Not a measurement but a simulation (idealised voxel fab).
process module | voxel gate over fins
cross-section cut | 250 nm wide | cells 5 nm
A cross-section is a grid of square cells, given in bands from the top down. A band is one or more rows of cells.
Each band's line starts with the height of the band's top and of its bottom, in nm. Then come its materials from left to right, each with its width in nm. One material with "throughout" fills the band from edge to edge. "air" is empty space.
Height 0 is the level under which the wafer as received is all one material. The lowest band goes on downwards, as in "0 down".
A width such as "30 to 40" changes by the same amount from each row of cells to the next, from the band's top row to its bottom row.
"no change" after a step means that no cell of the cross-section changed.
closed voids: empty space of 8 cells or more with no open way to the top, each as width x height at its distance from the left edge, in nm
after a step's settings: what the simulator itself notes on the step
overlay nm, on a step with a mask: how far to the right of its planned place the mask lay; to the left if negative
plan
1 op RECEIVE | material Si
2 op CONFORMAL_DEP | material SiN | thk nm 5
3 op MASKED_ETCH | tone cover | mask id FINS | width nm 15 | pitch nm 35 | etch materials SiN | depth nm 5 | overlay nm 0
4 op MASKED_ETCH | tone cover | mask id FINS | width nm 15 | pitch nm 35 | etch materials Si | depth nm 40 | overlay nm 0
5 op FILL_DEP | material SiO2 | thk nm 15
6 op CMP | height nm 5
7 op SELECTIVE_ETCH | etch materials SiO2 | depth nm 15
8 op STRIP | etch materials SiN
9 op CONFORMAL_DEP | material HfO2 | thk nm 5
10 op CONFORMAL_DEP | material TiN | thk nm 5
11 op FILL_DEP | material W | thk nm 10
12 op CMP | height nm 15
13 op CONFORMAL_DEP | material SiN | thk nm 5
as received, after step 1
  0 down: Si throughout
  closed voids: none
a wafer at the end: this start, this plan, one mistake
  20 to 15: SiN throughout
  15 to 10: W throughout
  10 to 5: W 90 | TiN 70 | W 90
  5 to 0: W 90 | TiN 5 | HfO2 25 | TiN 10 | HfO2 25 | TiN 5 | W 90
  0 to -10: W 90 | TiN 5 | HfO2 5 | Si 15 | HfO2 5 | TiN 10 | HfO2 5 | Si 15 | HfO2 5 | TiN 5 | W 90
  -10 to -15: TiN 95 | HfO2 5 | Si 15 | HfO2 5 | TiN 10 | HfO2 5 | Si 15 | HfO2 5 | TiN 95
  -15 to -20: HfO2 100 | Si 15 | HfO2 20 | Si 15 | HfO2 100
  -20 to -40: SiO2 100 | Si 15 | SiO2 20 | Si 15 | SiO2 100
  -40 down: Si throughout
  closed voids: none
what went wrong: step 7 ran as: op SELECTIVE_ETCH | etch materials SiO2 | depth nm 25
